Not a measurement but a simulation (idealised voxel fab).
Herein follows the process module entitled voxel tone inversion.
For reference, the cross-section in this document is cut, with width 240 nm and square cells of 5 nm.
Each cross-section below is a grid of square cells, stated as bands in top-down order, with one or more rows of cells making up each band. The band entry comprises the height of the band's top followed by the height of its bottom, expressed in nm, and subsequently the band's materials from left to right, each stated together with its width in nm. Where a single material is marked with the word "everywhere", that material fills the band from edge to edge. The word "air" represents empty space. Basically, 0 is our baseline, since under it the wafer straight out of the box is all one material. The bottom band has no lower end and keeps on going down, so it looks like "z 0 and below". Width: "30->40" (first number = top row, second number = bottom row, same change from row to row of cells). When a step is marked "nothing was modified", none of the cells in the cross-section changed during that step. This entry, "Sealed void listing", enumerates those empty regions of no fewer than 8 cells that possess no open connection to the top. Each region is reported in the form width x height at distance, the distance being taken from the left edge, with all three quantities expressed in nm. Anything after a step's settings on that line? It's the simulator's own note about the step. Regarding "overlay nm": on a step with a mask, it is the distance the mask lay to the right of its planned place; a negative value places it to the left.
[Listed below are the process steps as planned]
1) RECEIVE | material Si
2) CONFORMAL_DEP | material SiN | thk nm 10
3) DIRECTIONAL_DEP | material aC | thk nm 25
4) PATTERN | tone cover | mask id POSTS | material resist | width nm 20 | pitch nm 50 | thk nm 35 | overlay nm 0
5) DIRECTIONAL_ETCH | etch materials aC | depth nm 25
6) STRIP | etch materials resist
7) FILL_DEP | material lowk | thk nm 5
8) CMP | height nm 35
9) STRIP | etch materials aC
10) CONFORMAL_DEP | material TiN | thk nm 5
11) FILL_DEP | material Ru | thk nm 10
12) CMP | height nm 35
13) CONFORMAL_DEP | material SiN | thk nm 5
[first wafer, as planned]
[Wafer at receipt (post step 1), cross-section]
  z 0 and below = Si everywhere
  Sealed void listing: none
[The following cross-section depicts the wafer upon completion of step 2]
  z 10 to 0 = SiN everywhere
  Below 0 it's all the same as before, nothing changed down there.
[The following cross-section depicts the wafer upon completion of step 3]
  z 35 to 10 = aC everywhere
  Below 10 it's all the same as before, nothing changed down there.
[The following cross-section depicts the wafer upon completion of step 4]
  z 70 to 35 = air (35) / resist (20) / air (30) / resist (20) / air (30) / resist (20) / air (30) / resist (20) / air (35)
  Below 35 it's all the same as before, nothing changed down there.
[The following cross-section depicts the wafer upon completion of step 5]
  z 45 to 35 = air (35) / resist (20) / air (30) / resist (20) / air (30) / resist (20) / air (30) / resist (20) / air (35)
  z 35 to 10 = air (35) / aC (20) / air (30) / aC (20) / air (30) / aC (20) / air (30) / aC (20) / air (35)
  Below 10 it's all the same as before, nothing changed down there.
[The following cross-section depicts the wafer upon completion of step 6]
  z 35 to 10 = air (35) / aC (20) / air (30) / aC (20) / air (30) / aC (20) / air (30) / aC (20) / air (35)
  Below 10 it's all the same as before, nothing changed down there.
[The following cross-section depicts the wafer upon completion of step 7]
  z 40 to 35 = lowk everywhere
  z 35 to 10 = lowk (35) / aC (20) / lowk (30) / aC (20) / lowk (30) / aC (20) / lowk (30) / aC (20) / lowk (35)
  Below 10 it's all the same as before, nothing changed down there.
[The following cross-section depicts the wafer upon completion of step 8]
  z 35 to 10 = lowk (35) / aC (20) / lowk (30) / aC (20) / lowk (30) / aC (20) / lowk (30) / aC (20) / lowk (35)
  Below 10 it's all the same as before, nothing changed down there.
[The following cross-section depicts the wafer upon completion of step 9]
  z 35 to 10 = lowk (35) / air (20) / lowk (30) / air (20) / lowk (30) / air (20) / lowk (30) / air (20) / lowk (35)
  Below 10 it's all the same as before, nothing changed down there.
[The following cross-section depicts the wafer upon completion of step 10]
  z 40 to 35 = TiN (40) / air (10) / TiN (40) / air (10) / TiN (40) / air (10) / TiN (40) / air (10) / TiN (40)
  z 35 to 15 = lowk (35) / TiN (5) / air (10) / TiN (5) / lowk (30) / TiN (5) / air (10) / TiN (5) / lowk (30) / TiN (5) / air (10) / TiN (5) / lowk (30) / TiN (5) / air (10) / TiN (5) / lowk (35)
  z 15 to 10 = lowk (35) / TiN (20) / lowk (30) / TiN (20) / lowk (30) / TiN (20) / lowk (30) / TiN (20) / lowk (35)
  Below 10 it's all the same as before, nothing changed down there.
[The following cross-section depicts the wafer upon completion of step 11]
  z 50 to 40 = Ru everywhere
  z 40 to 35 = TiN (40) / Ru (10) / TiN (40) / Ru (10) / TiN (40) / Ru (10) / TiN (40) / Ru (10) / TiN (40)
  z 35 to 15 = lowk (35) / TiN (5) / Ru (10) / TiN (5) / lowk (30) / TiN (5) / Ru (10) / TiN (5) / lowk (30) / TiN (5) / Ru (10) / TiN (5) / lowk (30) / TiN (5) / Ru (10) / TiN (5) / lowk (35)
  Below 15 it's all the same as before, nothing changed down there.
[The following cross-section depicts the wafer upon completion of step 12]
  z 35 to 15 = lowk (35) / TiN (5) / Ru (10) / TiN (5) / lowk (30) / TiN (5) / Ru (10) / TiN (5) / lowk (30) / TiN (5) / Ru (10) / TiN (5) / lowk (30) / TiN (5) / Ru (10) / TiN (5) / lowk (35)
  Below 15 it's all the same as before, nothing changed down there.
[The following cross-section depicts the wafer upon completion of step 13]
  z 40 to 35 = SiN everywhere
  Below 35 it's all the same as before, nothing changed down there.
[Now the other wafer: same start, same recipe, but we messed up one thing when running it. Up to and including step 8 it's the same as the first one]
[Planned end of step 9: second wafer, cross-section]
  z 35 to 10 = lowk (35) / air (20) / lowk (30) / air (20) / lowk (30) / air (20) / lowk (30) / air (20) / lowk (35)
  Below 10 it's all the same as before, nothing changed down there.
[Planned end of step 10: second wafer, cross-section]
  z 40 to 35 = TiN (40) / air (10) / TiN (40) / air (10) / TiN (40) / air (10) / TiN (40) / air (10) / TiN (40)
  z 35 to 15 = lowk (35) / TiN (5) / air (10) / TiN (5) / lowk (30) / TiN (5) / air (10) / TiN (5) / lowk (30) / TiN (5) / air (10) / TiN (5) / lowk (30) / TiN (5) / air (10) / TiN (5) / lowk (35)
  z 15 to 10 = lowk (35) / TiN (20) / lowk (30) / TiN (20) / lowk (30) / TiN (20) / lowk (30) / TiN (20) / lowk (35)
  Below 10 it's all the same as before, nothing changed down there.
[Planned end of step 11: second wafer, cross-section]
  z 50 to 40 = Ru everywhere
  z 40 to 35 = TiN (40) / Ru (10) / TiN (40) / Ru (10) / TiN (40) / Ru (10) / TiN (40) / Ru (10) / TiN (40)
  z 35 to 15 = lowk (35) / TiN (5) / Ru (10) / TiN (5) / lowk (30) / TiN (5) / Ru (10) / TiN (5) / lowk (30) / TiN (5) / Ru (10) / TiN (5) / lowk (30) / TiN (5) / Ru (10) / TiN (5) / lowk (35)
  Below 15 it's all the same as before, nothing changed down there.
[Planned end of step 12: second wafer, cross-section]
  z 35 to 15 = lowk (35) / TiN (5) / Ru (10) / TiN (5) / lowk (30) / TiN (5) / Ru (10) / TiN (5) / lowk (30) / TiN (5) / Ru (10) / TiN (5) / lowk (30) / TiN (5) / Ru (10) / TiN (5) / lowk (35)
  Below 15 it's all the same as before, nothing changed down there.
[Planned end of step 13: second wafer, cross-section]
  z 40 to 35 = SiN everywhere
  Below 35 it's all the same as before, nothing changed down there.
The mistake made against the process plan was this: the plan had its step 9 run twice
Final cross-sections of the two wafers are identical, so the mistake has no effect on what this model computes.
